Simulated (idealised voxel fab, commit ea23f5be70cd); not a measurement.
process module | voxel capacitor over wiring
cross-section cut | 220 nm wide | cells 5 nm
A cross-section is a grid of square cells, given in bands from the top down. A band is one or more rows of cells.
Each band's line starts with the height of the band's top and of its bottom, in nm. Then come its materials from left to right, each with its width in nm. One material with "throughout" fills the band from edge to edge. "air" is empty space.
Height 0 is the level under which the wafer as received is all one material. The lowest band goes on downwards, as in "0 down".
A width such as "30 to 40" changes by the same amount from each row of cells to the next, from the band's top row to its bottom row.
"no change" after a step means that no cell of the cross-section changed.
closed voids: empty space of 8 cells or more with no open way to the top, each as width x height at its distance from the left edge, in nm
after a step's settings: what the simulator itself notes on the step
overlay nm, on a step with a mask: how far to the right of its planned place the mask lay; to the left if negative
plan
1 op RECEIVE | material Si
2 op CONFORMAL_DEP | material SiO2 | thk nm 10
3 op DIRECTIONAL_DEP | material TiN | thk nm 5
4 op DIRECTIONAL_DEP | material W | thk nm 20
5 op MASKED_ETCH | tone cover | mask id METAL_1 | width nm 30 | pitch nm 100 | etch materials W | depth nm 20 | overlay nm 0
6 op MASKED_ETCH | tone cover | mask id METAL_1 | width nm 30 | pitch nm 100 | etch materials TiN | depth nm 5 | overlay nm 0
7 op CONFORMAL_DEP | material SiN | thk nm 5
8 op FILL_DEP | material lowk | thk nm 10
9 op CMP | height nm 35
10 op CONFORMAL_DEP | material SiCN | thk nm 5
11 op DIRECTIONAL_DEP | material lowk | thk nm 15
12 op PATTERN | tone open | mask id PLUG_1 | material resist | width nm 15 | thk nm 15 | overlay nm 0
13 op DIRECTIONAL_ETCH | etch materials lowk | depth nm 15
14 op DIRECTIONAL_ETCH | etch materials SiCN | depth nm 5
15 op STRIP | etch materials resist
16 op EPI | material Ru | thk nm 10
17 op EPI | material Ru | thk nm 10
18 op DIRECTIONAL_DEP | material TiN | thk nm 10
19 op DIRECTIONAL_DEP | material Al2O3 | thk nm 5
20 op DIRECTIONAL_DEP | material TiN | thk nm 5
21 op MASKED_ETCH | tone cover | mask id UPPER_PLATE | width nm 75 | etch materials TiN | depth nm 5 | overlay nm 0
22 op MASKED_ETCH | tone cover | mask id UPPER_PLATE | width nm 75 | etch materials Al2O3 | depth nm 5 | overlay nm 0
23 op MASKED_ETCH | tone cover | mask id LOWER_PLATE | width nm 85 | etch materials TiN | depth nm 10 | overlay nm 0
24 op FILL_DEP | material SiO2 | thk nm 15
25 op CMP | height nm 85
26 op MASKED_ETCH | tone open | mask id PLUG_2 | width nm 15 | etch materials SiO2 | depth nm 10 | overlay nm 0
27 op CONFORMAL_DEP | material TiN | thk nm 5
28 op FILL_DEP | material W | thk nm 10
29 op CMP | height nm 85
30 op CONFORMAL_DEP | material SiN | thk nm 5
as received, after step 1
  0 down: Si throughout
  closed voids: none
a wafer at the end: this start, this plan, one mistake
  90 to 85: SiN throughout
  85 to 80: SiO2 60 | TiN 25 | SiO2 135
  80 to 75: SiO2 60 | Al2O3 25 | SiO2 135
  75 to 70: SiO2 55 | TiN 80 | SiO2 85
  70 to 65: SiO2 55 | TiN 30 | Al2O3 50 | SiO2 85
  65 to 55: SiO2 50 | Ru 35 | TiN 55 | SiO2 80
  55 to 40: lowk 60 | Ru 15 | lowk 145
  40 to 35: SiCN 60 | Ru 15 | SiCN 145
  35 to 15: lowk 40 | SiN 5 | W 30 | SiN 5 | lowk 60 | SiN 5 | W 30 | SiN 5 | lowk 40
  15 to 10: SiN 45 | TiN 30 | SiN 70 | TiN 30 | SiN 45
  10 to 0: SiO2 throughout
  0 down: Si throughout
  closed voids: none
what went wrong: one of the steps 16 and 17, which are alike, was run twice
